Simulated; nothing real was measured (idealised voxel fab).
Herein follows the process module entitled voxel self aligned contacts.
Square cells of 5 nm make up the cross-section cut, whose width is 230 nm.
We lay out every cross-section as a grid of square cells and spell it out in bands from the top down, where one band means one or more rows of cells. Top, bottom (nm), then materials left to right with widths (nm); lone material tagged "full width" fills the whole band edge to edge; "air" = empty space. Measure heights from 0. That's the level where, below it, the as-received wafer is all one material. The lowest band is bottomless and extends downward; write it as in "z 0 and below". A width such as "30 to 40" changes by the same amount from each row of cells to the next, from the band's top row to its bottom row. Basically "no alteration" means that step didn't change any cell in the cross-section. Any empty space of 8 cells or more lacking an open way to the top shows up in "Closed void inventory" as width x height at distance, distance from the left edge, in nm. Text after the settings on a step's line: the simulator's own remark on that step. overlay nm: where the mask lay relative to plan, measured to the right, on steps with a mask; negatives go left. The remainder of this document consists of a sequence of paired cross-sections. Each pair presents the cross-section prior to one process step together with the cross-section following it, the latter being rendered only as deep as the lowest band that underwent change. The intervening step, together with its settings, is stated beneath each pair. Because the pairs may originate from different runs of this module on the same starting wafer, a given pair is to be read as continuing from the preceding pair only where its entry headed "Structure before processing" so indicates.

**Structure before processing**
> z 0 and below | Si full width
> Closed void inventory: none

**Post-Process View**
> z 0 to -5 | SiO2 full width
> No changes below -5.
> Closed void inventory: none
What step was run between the cross-section before it and the cross-section after it, both above? op OXIDIZE | depth nm 5

Structure before processing: we pick up right where the pair above leaves off, with its after cross-section.

**Post-Process View**
> z 30 to 0 | polySi full width
> No changes below 0.
> Closed void inventory: none
What step was run between the cross-section before it and the cross-section after it, both above? op DIRECTIONAL_DEP | material polySi | thk nm 30

Structure before processing: we pick up right where the pair above leaves off, with its after cross-section.

**Post-Process View**
> z 50 to 30 | SiN full width
> No changes below 30.
> Closed void inventory: none
What step was run between the cross-section before it and the cross-section after it, both above? op DIRECTIONAL_DEP | material SiN | thk nm 20

Structure before processing: we pick up right where the pair above leaves off, with its after cross-section.

**Post-Process View**
> z 60 to 50 | aC full width
> No changes below 50.
> Closed void inventory: none
What step was run between the cross-section before it and the cross-section after it, both above? op DIRECTIONAL_DEP | material aC | thk nm 10

Structure before processing: we pick up right where the pair above leaves off, with its after cross-section.

**Post-Process View**
> z 85 to 60 | air: 40 / resist: 30 / air: 30 / resist: 30 / air: 30 / resist: 30 / air: 40
> No changes below 60.
> Closed void inventory: none
What step was run between the cross-section before it and the cross-section after it, both above? op PATTERN | tone cover | mask id GATE | material resist | width nm 30 | pitch nm 60 | thk nm 25 | overlay nm 0

Structure before processing: we pick up right where the pair above leaves off, with its after cross-section.

**Post-Process View**
> z 75 to 60 | air: 40 / resist: 30 / air: 30 / resist: 30 / air: 30 / resist: 30 / air: 40
> z 60 to 50 | air: 40 / aC: 30 / air: 30 / aC: 30 / air: 30 / aC: 30 / air: 40
> No changes below 50.
> Closed void inventory: none
What step was run between the cross-section before it and the cross-section after it, both above? op DIRECTIONAL_ETCH | etch materials aC | depth nm 10

Structure before processing: we pick up right where the pair above leaves off, with its after cross-section.

**Post-Process View**
> z 60 to 50 | air: 40 / aC: 30 / air: 30 / aC: 30 / air: 30 / aC: 30 / air: 40
> No changes below 50.
> Closed void inventory: none
What step was run between the cross-section before it and the cross-section after it, both above? op STRIP | etch materials resist

Structure before processing: we pick up right where the pair above leaves off, with its after cross-section.

**Post-Process View**
> z 60 to 50 | air: 40 / aC: 30 / air: 30 / aC: 30 / air: 30 / aC: 30 / air: 40
> z 50 to 30 | air: 40 / SiN: 30 / air: 30 / SiN: 30 / air: 30 / SiN: 30 / air: 40
> No changes below 30.
> Closed void inventory: none
What step was run between the cross-section before it and the cross-section after it, both above? op DIRECTIONAL_ETCH | etch materials SiN | depth nm 20

Structure before processing: we pick up right where the pair above leaves off, with its after cross-section.

**Post-Process View**
> z 60 to 50 | air: 40 / aC: 30 / air: 30 / aC: 30 / air: 30 / aC: 30 / air: 40
> z 50 to 30 | air: 40 / SiN: 30 / air: 30 / SiN: 30 / air: 30 / SiN: 30 / air: 40
> z 30 to 0 | air: 40 / polySi: 30 / air: 30 / polySi: 30 / air: 30 / polySi: 30 / air: 40
> No changes below 0.
> Closed void inventory: none
What step was run between the cross-section before it and the cross-section after it, both above? op DIRECTIONAL_ETCH | etch materials polySi | depth nm 30

Structure before processing: we pick up right where the pair above leaves off, with its after cross-section.

**Post-Process View**
> z 50 to 30 | air: 40 / SiN: 30 / air: 30 / SiN: 30 / air: 30 / SiN: 30 / air: 40
> No changes below 30.
> Closed void inventory: none
What step was run between the cross-section before it and the cross-section after it, both above? op STRIP | etch materials aC

Structure before processing: we pick up right where the pair above leaves off, with its after cross-section.

**Post-Process View**
> z 55 to 30 | air: 35 / SiN: 40 / air: 20 / SiN: 40 / air: 20 / SiN: 40 / air: 35
> z 30 to 5 | air: 35 / SiN: 5 / polySi: 30 / SiN: 5 / air: 20 / SiN: 5 / polySi: 30 / SiN: 5 / air: 20 / SiN: 5 / polySi: 30 / SiN: 5 / air: 35
> z 5 to 0 | SiN: 40 / polySi: 30 / SiN: 30 / polySi: 30 / SiN: 30 / polySi: 30 / SiN: 40
> No changes below 0.
> Closed void inventory: none
What step was run between the cross-section before it and the cross-section after it, both above? op CONFORMAL_DEP | material SiN | thk nm 5

Structure before processing: we pick up right where the pair above leaves off, with its after cross-section.

**Post-Process View**
> z 50 to 30 | air: 35 / SiN: 40 / air: 20 / SiN: 40 / air: 20 / SiN: 40 / air: 35
> z 30 to 0 | air: 35 / SiN: 5 / polySi: 30 / SiN: 5 / air: 20 / SiN: 5 / polySi: 30 / SiN: 5 / air: 20 / SiN: 5 / polySi: 30 / SiN: 5 / air: 35
> No changes below 0.
> Closed void inventory: none
What step was run between the cross-section before it and the cross-section after it, both above? op DIRECTIONAL_ETCH | etch materials SiN | depth nm 5

Structure before processing: we pick up right where the pair above leaves off, with its after cross-section.

**Post-Process View**
> z 65 to 50 | SiO2 full width
> z 50 to 30 | SiO2: 35 / SiN: 40 / SiO2: 20 / SiN: 40 / SiO2: 20 / SiN: 40 / SiO2: 35
> z 30 to 0 | SiO2: 35 / SiN: 5 / polySi: 30 / SiN: 5 / SiO2: 20 / SiN: 5 / polySi: 30 / SiN: 5 / SiO2: 20 / SiN: 5 / polySi: 30 / SiN: 5 / SiO2: 35
> No changes below 0.
> Closed void inventory: none
What step was run between the cross-section before it and the cross-section after it, both above? op FILL_DEP | material SiO2 | thk nm 15

Structure before processing: we pick up right where the pair above leaves off, with its after cross-section.

**Post-Process View**
> z 60 to 50 | SiO2 full width
> No changes below 50.
> Closed void inventory: none
What step was run between the cross-section before it and the cross-section after it, both above? op CMP | height nm 60

Structure before processing: we pick up right where the pair above leaves off, with its after cross-section.

**Post-Process View**
> z 60 to 50 | SiO2: 65 / air: 40 / SiO2: 20 / air: 40 / SiO2: 65
> z 50 to 30 | SiO2: 35 / SiN: 40 / air: 20 / SiN: 40 / air: 20 / SiN: 40 / SiO2: 35
> z 30 to 0 | SiO2: 35 / SiN: 5 / polySi: 30 / SiN: 5 / air: 20 / SiN: 5 / polySi: 30 / SiN: 5 / air: 20 / SiN: 5 / polySi: 30 / SiN: 5 / SiO2: 35
> z 0 to -5 | SiO2: 75 / air: 20 / SiO2: 40 / air: 20 / SiO2: 75
> No changes below -5.
> Closed void inventory: none
What step was run between the cross-section before it and the cross-section after it, both above? op MASKED_ETCH | tone open | mask id CONTACT | width nm 40 | pitch nm 60 | etch materials SiO2 | depth nm 65 | overlay nm 0

Structure before processing: we pick up right where the pair above leaves off, with its after cross-section.

**Post-Process View**
> z 65 to 60 | TiN: 70 / air: 30 / TiN: 30 / air: 30 / TiN: 70
> z 60 to 50 | SiO2: 65 / TiN: 5 to 15 / air: 30 to 10 / TiN: 5 to 15 / SiO2: 20 / TiN: 5 to 15 / air: 30 to 10 / TiN: 5 to 15 / SiO2: 65
> z 50 to 30 | SiO2: 35 / SiN: 40 / TiN: 5 / air: 10 / TiN: 5 / SiN: 40 / TiN: 5 / air: 10 / TiN: 5 / SiN: 40 / SiO2: 35
> z 30 to 0 | SiO2: 35 / SiN: 5 / polySi: 30 / SiN: 5 / TiN: 5 / air: 10 / TiN: 5 / SiN: 5 / polySi: 30 / SiN: 5 / TiN: 5 / air: 10 / TiN: 5 / SiN: 5 / polySi: 30 / SiN: 5 / SiO2: 35
> z 0 to -5 | SiO2: 75 / TiN: 20 / SiO2: 40 / TiN: 20 / SiO2: 75
> No changes below -5.
> Closed void inventory: none
What step was run between the cross-section before it and the cross-section after it, both above? op CONFORMAL_DEP | material TiN | thk nm 5

Structure before processing: we pick up right where the pair above leaves off, with its after cross-section.

**Post-Process View**
> z 75 to 65 | W full width
> z 65 to 60 | TiN: 70 / W: 30 / TiN: 30 / W: 30 / TiN: 70
> z 60 to 50 | SiO2: 65 / TiN: 5 to 15 / W: 30 to 10 / TiN: 5 to 15 / SiO2: 20 / TiN: 5 to 15 / W: 30 to 10 / TiN: 5 to 15 / SiO2: 65
> z 50 to 30 | SiO2: 35 / SiN: 40 / TiN: 5 / W: 10 / TiN: 5 / SiN: 40 / TiN: 5 / W: 10 / TiN: 5 / SiN: 40 / SiO2: 35
> z 30 to 0 | SiO2: 35 / SiN: 5 / polySi: 30 / SiN: 5 / TiN: 5 / W: 10 / TiN: 5 / SiN: 5 / polySi: 30 / SiN: 5 / TiN: 5 / W: 10 / TiN: 5 / SiN: 5 / polySi: 30 / SiN: 5 / SiO2: 35
> No changes below 0.
> Closed void inventory: none
What step was run between the cross-section before it and the cross-section after it, both above? op FILL_DEP | material W | thk nm 10

Structure before processing: we pick up right where the pair above leaves off, with its after cross-section.

**Post-Process View**
> z 60 to 50 | SiO2: 65 / TiN: 5 to 15 / W: 30 to 10 / TiN: 5 to 15 / SiO2: 20 / TiN: 5 to 15 / W: 30 to 10 / TiN: 5 to 15 / SiO2: 65
> No changes below 50.
> Closed void inventory: none
What step was run between the cross-section before it and the cross-section after it, both above? op CMP | height nm 60

Structure before processing: we pick up right where the pair above leaves off, with its after cross-section.

**Post-Process View**
> z 65 to 60 | SiN full width
> No changes below 60.
> Closed void inventory: none
What step was run between the cross-section before it and the cross-section after it, both above? op CONFORMAL_DEP | material SiN | thk nm 5

**Structure before processing**
> z 50 to 30 | air: 40 / SiN: 30 / air: 30 / SiN: 30 / air: 30 / SiN: 30 / air: 40
> z 30 to 0 | air: 40 / polySi: 30 / air: 30 / polySi: 30 / air: 30 / polySi: 30 / air: 40
> z 0 to -5 | SiO2 full width
> z -5 and below | Si full width
> Closed void inventory: none

**Post-Process View**
> z 45 to 30 | air: 40 / SiN: 30 / air: 30 / SiN: 30 / air: 30 / SiN: 30 / air: 40
> No changes below 30.
> Closed void inventory: none
What step was run between the cross-section before it and the cross-section after it, both above? op DIRECTIONAL_ETCH | etch materials SiN | depth nm 5

Structure before processing: we pick up right where the pair above leaves off, with its after cross-section.

**Post-Process View**
> z 60 to 45 | SiO2 full width
> z 45 to 30 | SiO2: 40 / SiN: 30 / SiO2: 30 / SiN: 30 / SiO2: 30 / SiN: 30 / SiO2: 40
> z 30 to 0 | SiO2: 40 / polySi: 30 / SiO2: 30 / polySi: 30 / SiO2: 30 / polySi: 30 / SiO2: 40
> No changes below 0.
> Closed void inventory: none
What step was run between the cross-section before it and the cross-section after it, both above? op FILL_DEP | material SiO2 | thk nm 15

Structure before processing: we pick up right where the pair above leaves off, with its after cross-section.

**Post-Process View**
> z 60 to 45 | SiO2: 65 / air: 40 / SiO2: 20 / air: 40 / SiO2: 65
> z 45 to 30 | SiO2: 40 / SiN: 30 / air: 30 / SiN: 30 / air: 30 / SiN: 30 / SiO2: 40
> z 30 to 0 | SiO2: 40 / polySi: 30 / air: 30 / polySi: 30 / air: 30 / polySi: 30 / SiO2: 40
> z 0 to -5 | SiO2: 70 / air: 30 / SiO2: 30 / air: 30 / SiO2: 70
> No changes below -5.
> Closed void inventory: none
What step was run between the cross-section before it and the cross-section after it, both above? op MASKED_ETCH | tone open | mask id CONTACT | width nm 40 | pitch nm 60 | etch materials SiO2 | depth nm 65 | overlay nm 0

Structure before processing: we pick up right where the pair above leaves off, with its after cross-section.

**Post-Process View**
> z 65 to 60 | TiN: 70 / air: 30 / TiN: 30 / air: 30 / TiN: 70
> z 60 to 50 | SiO2: 65 / TiN: 5 / air: 30 / TiN: 5 / SiO2: 20 / TiN: 5 / air: 30 / TiN: 5 / SiO2: 65
> z 50 to 45 | SiO2: 65 / TiN: 10 / air: 20 / TiN: 10 / SiO2: 20 / TiN: 10 / air: 20 / TiN: 10 / SiO2: 65
> z 45 to 30 | SiO2: 40 / SiN: 30 / TiN: 5 / air: 20 / TiN: 5 / SiN: 30 / TiN: 5 / air: 20 / TiN: 5 / SiN: 30 / SiO2: 40
> z 30 to 0 | SiO2: 40 / polySi: 30 / TiN: 5 / air: 20 / TiN: 5 / polySi: 30 / TiN: 5 / air: 20 / TiN: 5 / polySi: 30 / SiO2: 40
> z 0 to -5 | SiO2: 70 / TiN: 30 / SiO2: 30 / TiN: 30 / SiO2: 70
> No changes below -5.
> Closed void inventory: none
What step was run between the cross-section before it and the cross-section after it, both above? op CONFORMAL_DEP | material TiN | thk nm 5

Structure before processing: we pick up right where the pair above leaves off, with its after cross-section.

**Post-Process View**
> z 75 to 65 | W full width
> z 65 to 60 | TiN: 70 / W: 30 / TiN: 30 / W: 30 / TiN: 70
> z 60 to 50 | SiO2: 65 / TiN: 5 / W: 30 / TiN: 5 / SiO2: 20 / TiN: 5 / W: 30 / TiN: 5 / SiO2: 65
> z 50 to 45 | SiO2: 65 / TiN: 10 / W: 20 / TiN: 10 / SiO2: 20 / TiN: 10 / W: 20 / TiN: 10 / SiO2: 65
> z 45 to 30 | SiO2: 40 / SiN: 30 / TiN: 5 / W: 20 / TiN: 5 / SiN: 30 / TiN: 5 / W: 20 / TiN: 5 / SiN: 30 / SiO2: 40
> z 30 to 0 | SiO2: 40 / polySi: 30 / TiN: 5 / W: 20 / TiN: 5 / polySi: 30 / TiN: 5 / W: 20 / TiN: 5 / polySi: 30 / SiO2: 40
> No changes below 0.
> Closed void inventory: none
What step was run between the cross-section before it and the cross-section after it, both above? op FILL_DEP | material W | thk nm 10

Structure before processing: we pick up right where the pair above leaves off, with its after cross-section.

**Post-Process View**
> z 60 to 50 | SiO2: 65 / TiN: 5 / W: 30 / TiN: 5 / SiO2: 20 / TiN: 5 / W: 30 / TiN: 5 / SiO2: 65
> No changes below 50.
> Closed void inventory: none
What step was run between the cross-section before it and the cross-section after it, both above? op CMP | height nm 60

Structure before processing: we pick up right where the pair above leaves off, with its after cross-section.

**Post-Process View**
> z 65 to 60 | SiN full width
> No changes below 60.
> Closed void inventory: none
What step was run between the cross-section before it and the cross-section after it, both above? op CONFORMAL_DEP | material SiN | thk nm 5

**Structure before processing**
> z 50 to 30 | SiN full width
> z 30 to 0 | polySi full width
> z 0 to -5 | SiO2 full width
> z -5 and below | Si full width
> Closed void inventory: none

**Post-Process View**
> z 70 to 30 | SiN full width
> No changes below 30.
> Closed void inventory: none
What step was run between the cross-section before it and the cross-section after it, both above? op DIRECTIONAL_DEP | material SiN | thk nm 20

Structure before processing: we pick up right where the pair above leaves off, with its after cross-section.

**Post-Process View**
> z 80 to 70 | aC full width
> No changes below 70.
> Closed void inventory: none
What step was run between the cross-section before it and the cross-section after it, both above? op DIRECTIONAL_DEP | material aC | thk nm 10

Structure before processing: we pick up right where the pair above leaves off, with its after cross-section.

**Post-Process View**
> z 105 to 80 | air: 40 / resist: 30 / air: 30 / resist: 30 / air: 30 / resist: 30 / air: 40
> No changes below 80.
> Closed void inventory: none
What step was run between the cross-section before it and the cross-section after it, both above? op PATTERN | tone cover | mask id GATE | material resist | width nm 30 | pitch nm 60 | thk nm 25 | overlay nm 0

Structure before processing: we pick up right where the pair above leaves off, with its after cross-section.

**Post-Process View**
> z 95 to 80 | air: 40 / resist: 30 / air: 30 / resist: 30 / air: 30 / resist: 30 / air: 40
> z 80 to 70 | air: 40 / aC: 30 / air: 30 / aC: 30 / air: 30 / aC: 30 / air: 40
> No changes below 70.
> Closed void inventory: none
What step was run between the cross-section before it and the cross-section after it, both above? op DIRECTIONAL_ETCH | etch materials aC | depth nm 10

Structure before processing: we pick up right where the pair above leaves off, with its after cross-section.

**Post-Process View**
> z 80 to 70 | air: 40 / aC: 30 / air: 30 / aC: 30 / air: 30 / aC: 30 / air: 40
> No changes below 70.
> Closed void inventory: none
What step was run between the cross-section before it and the cross-section after it, both above? op STRIP | etch materials resist

Structure before processing: we pick up right where the pair above leaves off, with its after cross-section.

**Post-Process View**
> z 80 to 70 | air: 40 / aC: 30 / air: 30 / aC: 30 / air: 30 / aC: 30 / air: 40
> z 70 to 50 | air: 40 / SiN: 30 / air: 30 / SiN: 30 / air: 30 / SiN: 30 / air: 40
> No changes below 50.
> Closed void inventory: none
What step was run between the cross-section before it and the cross-section after it, both above? op DIRECTIONAL_ETCH | etch materials SiN | depth nm 20

Structure before processing: we pick up right where the pair above leaves off, with its after cross-section.

**Post-Process View**
> z 70 to 50 | air: 40 / SiN: 30 / air: 30 / SiN: 30 / air: 30 / SiN: 30 / air: 40
> No changes below 50.
> Closed void inventory: none
What step was run between the cross-section before it and the cross-section after it, both above? op STRIP | etch materials aC

Structure before processing: we pick up right where the pair above leaves off, with its after cross-section.

**Post-Process View**
> z 75 to 55 | air: 35 / SiN: 40 / air: 20 / SiN: 40 / air: 20 / SiN: 40 / air: 35
> z 55 to 30 | SiN full width
> No changes below 30.
> Closed void inventory: none
What step was run between the cross-section before it and the cross-section after it, both above? op CONFORMAL_DEP | material SiN | thk nm 5

Structure before processing: we pick up right where the pair above leaves off, with its after cross-section.

**Post-Process View**
> z 70 to 50 | air: 35 / SiN: 40 / air: 20 / SiN: 40 / air: 20 / SiN: 40 / air: 35
> No changes below 50.
> Closed void inventory: none
What step was run between the cross-section before it and the cross-section after it, both above? op DIRECTIONAL_ETCH | etch materials SiN | depth nm 5

Structure before processing: we pick up right where the pair above leaves off, with its after cross-section.

**Post-Process View**
> z 85 to 70 | SiO2 full width
> z 70 to 50 | SiO2: 35 / SiN: 40 / SiO2: 20 / SiN: 40 / SiO2: 20 / SiN: 40 / SiO2: 35
> No changes below 50.
> Closed void inventory: none
What step was run between the cross-section before it and the cross-section after it, both above? op FILL_DEP | material SiO2 | thk nm 15

Structure before processing: we pick up right where the pair above leaves off, with its after cross-section.

**Post-Process View**
> z 60 to 50 | SiO2: 35 / SiN: 40 / SiO2: 20 / SiN: 40 / SiO2: 20 / SiN: 40 / SiO2: 35
> No changes below 50.
> Closed void inventory: none
What step was run between the cross-section before it and the cross-section after it, both above? op CMP | height nm 60

Structure before processing: we pick up right where the pair above leaves off, with its after cross-section.

**Post-Process View**
> z 60 to 50 | SiO2: 35 / SiN: 40 / air: 20 / SiN: 40 / air: 20 / SiN: 40 / SiO2: 35
> No changes below 50.
> Closed void inventory: none
What step was run between the cross-section before it and the cross-section after it, both above? op MASKED_ETCH | tone open | mask id CONTACT | width nm 40 | pitch nm 60 | etch materials SiO2 | depth nm 65 | overlay nm 0

Structure before processing: we pick up right where the pair above leaves off, with its after cross-section.

**Post-Process View**
> z 65 to 60 | TiN: 80 / air: 10 / TiN: 50 / air: 10 / TiN: 80
> z 60 to 55 | SiO2: 35 / SiN: 40 / TiN: 5 / air: 10 / TiN: 5 / SiN: 40 / TiN: 5 / air: 10 / TiN: 5 / SiN: 40 / SiO2: 35
> z 55 to 50 | SiO2: 35 / SiN: 40 / TiN: 20 / SiN: 40 / TiN: 20 / SiN: 40 / SiO2: 35
> No changes below 50.
> Closed void inventory: none
What step was run between the cross-section before it and the cross-section after it, both above? op CONFORMAL_DEP | material TiN | thk nm 5

Structure before processing: we pick up right where the pair above leaves off, with its after cross-section.

**Post-Process View**
> z 75 to 65 | W full width
> z 65 to 60 | TiN: 80 / W: 10 / TiN: 50 / W: 10 / TiN: 80
> z 60 to 55 | SiO2: 35 / SiN: 40 / TiN: 5 / W: 10 / TiN: 5 / SiN: 40 / TiN: 5 / W: 10 / TiN: 5 / SiN: 40 / SiO2: 35
> No changes below 55.
> Closed void inventory: none
What step was run between the cross-section before it and the cross-section after it, both above? op FILL_DEP | material W | thk nm 10

Structure before processing: we pick up right where the pair above leaves off, with its after cross-section.

**Post-Process View**
> z 60 to 55 | SiO2: 35 / SiN: 40 / TiN: 5 / W: 10 / TiN: 5 / SiN: 40 / TiN: 5 / W: 10 / TiN: 5 / SiN: 40 / SiO2: 35
> No changes below 55.
> Closed void inventory: none
What step was run between the cross-section before it and the cross-section after it, both above? op CMP | height nm 60

Structure before processing: we pick up right where the pair above leaves off, with its after cross-section.

**Post-Process View**
> z 65 to 60 | SiN full width
> No changes below 60.
> Closed void inventory: none
What step was run between the cross-section before it and the cross-section after it, both above? op CONFORMAL_DEP | material SiN | thk nm 5

**Structure before processing**
> z 0 to -5 | SiO2 full width
> z -5 and below | Si full width
> Closed void inventory: none

**Post-Process View**
> z 20 to 0 | SiN full width
> No changes below 0.
> Closed void inventory: none
What step was run between the cross-section before it and the cross-section after it, both above? op DIRECTIONAL_DEP | material SiN | thk nm 20

Structure before processing: we pick up right where the pair above leaves off, with its after cross-section.

**Post-Process View**
> z 50 to 20 | polySi full width
> No changes below 20.
> Closed void inventory: none
What step was run between the cross-section before it and the cross-section after it, both above? op DIRECTIONAL_DEP | material polySi | thk nm 30

Structure before processing: we pick up right where the pair above leaves off, with its after cross-section.

**Post-Process View**
> z 60 to 50 | aC full width
> No changes below 50.
> Closed void inventory: none
What step was run between the cross-section before it and the cross-section after it, both above? op DIRECTIONAL_DEP | material aC | thk nm 10

Structure before processing: we pick up right where the pair above leaves off, with its after cross-section.

**Post-Process View**
> z 85 to 60 | air: 40 / resist: 30 / air: 30 / resist: 30 / air: 30 / resist: 30 / air: 40
> No changes below 60.
> Closed void inventory: none
What step was run between the cross-section before it and the cross-section after it, both above? op PATTERN | tone cover | mask id GATE | material resist | width nm 30 | pitch nm 60 | thk nm 25 | overlay nm 0

Structure before processing: we pick up right where the pair above leaves off, with its after cross-section.

**Post-Process View**
> z 75 to 60 | air: 40 / resist: 30 / air: 30 / resist: 30 / air: 30 / resist: 30 / air: 40
> z 60 to 50 | air: 40 / aC: 30 / air: 30 / aC: 30 / air: 30 / aC: 30 / air: 40
> No changes below 50.
> Closed void inventory: none
What step was run between the cross-section before it and the cross-section after it, both above? op DIRECTIONAL_ETCH | etch materials aC | depth nm 10

Structure before processing: we pick up right where the pair above leaves off, with its after cross-section.

**Post-Process View**
> z 60 to 50 | air: 40 / aC: 30 / air: 30 / aC: 30 / air: 30 / aC: 30 / air: 40
> No changes below 50.
> Closed void inventory: none
What step was run between the cross-section before it and the cross-section after it, both above? op STRIP | etch materials resist

Structure before processing: we pick up right where the pair above leaves off, with its after cross-section.

**Post-Process View**
> z 60 to 50 | air: 40 / aC: 30 / air: 30 / aC: 30 / air: 30 / aC: 30 / air: 40
> z 50 to 20 | air: 40 / polySi: 30 / air: 30 / polySi: 30 / air: 30 / polySi: 30 / air: 40
> No changes below 20.
> Closed void inventory: none
What step was run between the cross-section before it and the cross-section after it, both above? op DIRECTIONAL_ETCH | etch materials polySi | depth nm 30

Structure before processing: we pick up right where the pair above leaves off, with its after cross-section.

**Post-Process View**
> z 50 to 20 | air: 40 / polySi: 30 / air: 30 / polySi: 30 / air: 30 / polySi: 30 / air: 40
> No changes below 20.
> Closed void inventory: none
What step was run between the cross-section before it and the cross-section after it, both above? op STRIP | etch materials aC

Structure before processing: we pick up right where the pair above leaves off, with its after cross-section.

**Post-Process View**
> z 55 to 50 | air: 35 / SiN: 40 / air: 20 / SiN: 40 / air: 20 / SiN: 40 / air: 35
> z 50 to 25 | air: 35 / SiN: 5 / polySi: 30 / SiN: 5 / air: 20 / SiN: 5 / polySi: 30 / SiN: 5 / air: 20 / SiN: 5 / polySi: 30 / SiN: 5 / air: 35
> z 25 to 20 | SiN: 40 / polySi: 30 / SiN: 30 / polySi: 30 / SiN: 30 / polySi: 30 / SiN: 40
> No changes below 20.
> Closed void inventory: none
What step was run between the cross-section before it and the cross-section after it, both above? op CONFORMAL_DEP | material SiN | thk nm 5

Structure before processing: we pick up right where the pair above leaves off, with its after cross-section.

**Post-Process View**
> z 50 to 20 | air: 35 / SiN: 5 / polySi: 30 / SiN: 5 / air: 20 / SiN: 5 / polySi: 30 / SiN: 5 / air: 20 / SiN: 5 / polySi: 30 / SiN: 5 / air: 35
> No changes below 20.
> Closed void inventory: none
What step was run between the cross-section before it and the cross-section after it, both above? op DIRECTIONAL_ETCH | etch materials SiN | depth nm 5

Structure before processing: we pick up right where the pair above leaves off, with its after cross-section.

**Post-Process View**
> z 65 to 50 | SiO2 full width
> z 50 to 20 | SiO2: 35 / SiN: 5 / polySi: 30 / SiN: 5 / SiO2: 20 / SiN: 5 / polySi: 30 / SiN: 5 / SiO2: 20 / SiN: 5 / polySi: 30 / SiN: 5 / SiO2: 35
> No changes below 20.
> Closed void inventory: none
What step was run between the cross-section before it and the cross-section after it, both above? op FILL_DEP | material SiO2 | thk nm 15

Structure before processing: we pick up right where the pair above leaves off, with its after cross-section.

**Post-Process View**
> z 60 to 50 | SiO2 full width
> No changes below 50.
> Closed void inventory: none
What step was run between the cross-section before it and the cross-section after it, both above? op CMP | height nm 60

Structure before processing: we pick up right where the pair above leaves off, with its after cross-section.

**Post-Process View**
> z 60 to 50 | SiO2: 65 / air: 40 / SiO2: 20 / air: 40 / SiO2: 65
> z 50 to 20 | SiO2: 35 / SiN: 5 / polySi: 30 / SiN: 5 / air: 20 / SiN: 5 / polySi: 30 / SiN: 5 / air: 20 / SiN: 5 / polySi: 30 / SiN: 5 / SiO2: 35
> No changes below 20.
> Closed void inventory: none
What step was run between the cross-section before it and the cross-section after it, both above? op MASKED_ETCH | tone open | mask id CONTACT | width nm 40 | pitch nm 60 | etch materials SiO2 | depth nm 65 | overlay nm 0

Structure before processing: we pick up right where the pair above leaves off, with its after cross-section.

**Post-Process View**
> z 65 to 60 | TiN: 70 / air: 30 / TiN: 30 / air: 30 / TiN: 70
> z 60 to 50 | SiO2: 65 / TiN: 5 to 15 / air: 30 to 10 / TiN: 5 to 15 / SiO2: 20 / TiN: 5 to 15 / air: 30 to 10 / TiN: 5 to 15 / SiO2: 65
> z 50 to 25 | SiO2: 35 / SiN: 5 / polySi: 30 / SiN: 5 / TiN: 5 / air: 10 / TiN: 5 / SiN: 5 / polySi: 30 / SiN: 5 / TiN: 5 / air: 10 / TiN: 5 / SiN: 5 / polySi: 30 / SiN: 5 / SiO2: 35
> z 25 to 20 | SiO2: 35 / SiN: 5 / polySi: 30 / SiN: 5 / TiN: 20 / SiN: 5 / polySi: 30 / SiN: 5 / TiN: 20 / SiN: 5 / polySi: 30 / SiN: 5 / SiO2: 35
> No changes below 20.
> Closed void inventory: none
What step was run between the cross-section before it and the cross-section after it, both above? op CONFORMAL_DEP | material TiN | thk nm 5

Structure before processing: we pick up right where the pair above leaves off, with its after cross-section.

**Post-Process View**
> z 75 to 65 | W full width
> z 65 to 60 | TiN: 70 / W: 30 / TiN: 30 / W: 30 / TiN: 70
> z 60 to 50 | SiO2: 65 / TiN: 5 to 15 / W: 30 to 10 / TiN: 5 to 15 / SiO2: 20 / TiN: 5 to 15 / W: 30 to 10 / TiN: 5 to 15 / SiO2: 65
> z 50 to 25 | SiO2: 35 / SiN: 5 / polySi: 30 / SiN: 5 / TiN: 5 / W: 10 / TiN: 5 / SiN: 5 / polySi: 30 / SiN: 5 / TiN: 5 / W: 10 / TiN: 5 / SiN: 5 / polySi: 30 / SiN: 5 / SiO2: 35
> No changes below 25.
> Closed void inventory: none
What step was run between the cross-section before it and the cross-section after it, both above? op FILL_DEP | material W | thk nm 10

Structure before processing: we pick up right where the pair above leaves off, with its after cross-section.

**Post-Process View**
> z 60 to 50 | SiO2: 65 / TiN: 5 to 15 / W: 30 to 10 / TiN: 5 to 15 / SiO2: 20 / TiN: 5 to 15 / W: 30 to 10 / TiN: 5 to 15 / SiO2: 65
> No changes below 50.
> Closed void inventory: none
What step was run between the cross-section before it and the cross-section after it, both above? op CMP | height nm 60

Structure before processing: we pick up right where the pair above leaves off, with its after cross-section.

**Post-Process View**
> z 65 to 60 | SiN full width
> No changes below 60.
> Closed void inventory: none
What step was run between the cross-section before it and the cross-section after it, both above? op CONFORMAL_DEP | material SiN | thk nm 5

**Structure before processing**
> z 75 to 65 | W full width
> z 65 to 60 | TiN: 70 / W: 30 / TiN: 30 / W: 30 / TiN: 70
> z 60 to 50 | SiO2: 65 / TiN: 5 to 15 / W: 30 to 10 / TiN: 5 to 15 / SiO2: 20 / TiN: 5 to 15 / W: 30 to 10 / TiN: 5 to 15 / SiO2: 65
> z 50 to 30 | SiO2: 35 / SiN: 40 / TiN: 5 / W: 10 / TiN: 5 / SiN: 40 / TiN: 5 / W: 10 / TiN: 5 / SiN: 40 / SiO2: 35
> z 30 to 0 | SiO2: 35 / SiN: 5 / polySi: 30 / SiN: 5 / TiN: 5 / W: 10 / TiN: 5 / SiN: 5 / polySi: 30 / SiN: 5 / TiN: 5 / W: 10 / TiN: 5 / SiN: 5 / polySi: 30 / SiN: 5 / SiO2: 35
> z 0 to -5 | SiO2: 75 / TiN: 20 / SiO2: 40 / TiN: 20 / SiO2: 75
> z -5 and below | Si full width
> Closed void inventory: none

**Post-Process View**
> z 50 to 30 | SiO2: 35 / SiN: 40 / TiN: 5 / W: 10 / TiN: 5 / SiN: 40 / TiN: 5 / W: 10 / TiN: 5 / SiN: 40 / SiO2: 35
> No changes below 30.
> Closed void inventory: none
What step was run between the cross-section before it and the cross-section after it, both above? op CMP | height nm 50

Structure before processing: we pick up right where the pair above leaves off, with its after cross-section.

**Post-Process View**
> z 55 to 50 | SiN full width
> No changes below 50.
> Closed void inventory: none
What step was run between the cross-section before it and the cross-section after it, both above? op CONFORMAL_DEP | material SiN | thk nm 5
